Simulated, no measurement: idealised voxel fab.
Process module in this document: voxel fin reveal
Section cut is 285 nm wide and gridded with 5 nm square cells.
The cross-sections in this document take the form of a grid made of square cells. They are written out as bands, in order from top to bottom. Each band consists of one or more rows of cells. Band entry format. Leading values: height of top, height of bottom, nm. Remainder: materials in left-to-right order, each with its width in nm. Special words: "full width" on a single material, which then fills the band edge to edge; "empty", empty space. Heights are expressed relative to 0, this being the level below which the as-received wafer comprises one material exclusively. The lowest band is unbounded in the downward direction and is denoted as in "0 nm and below". You'd read "30->40" like this: the band's top row of cells is as wide as the first number, its bottom row is as wide as the second, and going down, every row changes width by the same amount as the row before did. Where a step carries "nothing altered", the cross-section came out of it unchanged, cell for cell. The label "Voids, sealed" introduces a list of the empty spaces, 8 cells or larger, that have no open way up to the top; each entry in it reads width x height at distance, where the distance is taken from the left edge and all three are stated in nm. It should be noted that, on the line of a given step, the content following the step's settings is a remark produced by the simulator itself with respect to that step. The line of a step may include "overlay nm". On a step with a mask, this value is how far to the right of its planned place the mask lay. A negative value means the mask lay to the left.
# Steps in the process plan
1: RECEIVE with material Si
2: CONFORMAL_DEP with material SiN, thk nm 5
3: MASKED_ETCH with tone cover, mask id FINS, width nm 15, pitch nm 45, etch materials SiN, depth nm 5, overlay nm 0
4: MASKED_ETCH with tone cover, mask id FINS, width nm 15, pitch nm 45, etch materials Si, depth nm 40, overlay nm 0
5: FILL_DEP with material SiO2, thk nm 5
6: CMP with height nm 5
7: SELECTIVE_ETCH with etch materials SiO2, depth nm 30
8: STRIP with etch materials SiN
# Wafer cross-section on receipt, i.e. after step 1
	0 nm and below  Si full width
	Voids, sealed: none
# The module was run from the start shown above using the plan shown above, but one mistake was made doing it; the resulting wafer cross-section is below
	0 nm to -15 nm  110 empty  15 Si  30 empty  15 Si  115 empty
	-15 nm to -40 nm  110 SiO2  15 Si  30 SiO2  15 Si  115 SiO2
	-40 nm and below  Si full width
	Voids, sealed: none
Finding, execution versus plan: off-plan run, step 7, actual operation and settings SELECTIVE_ETCH with etch materials SiO2, depth nm 20
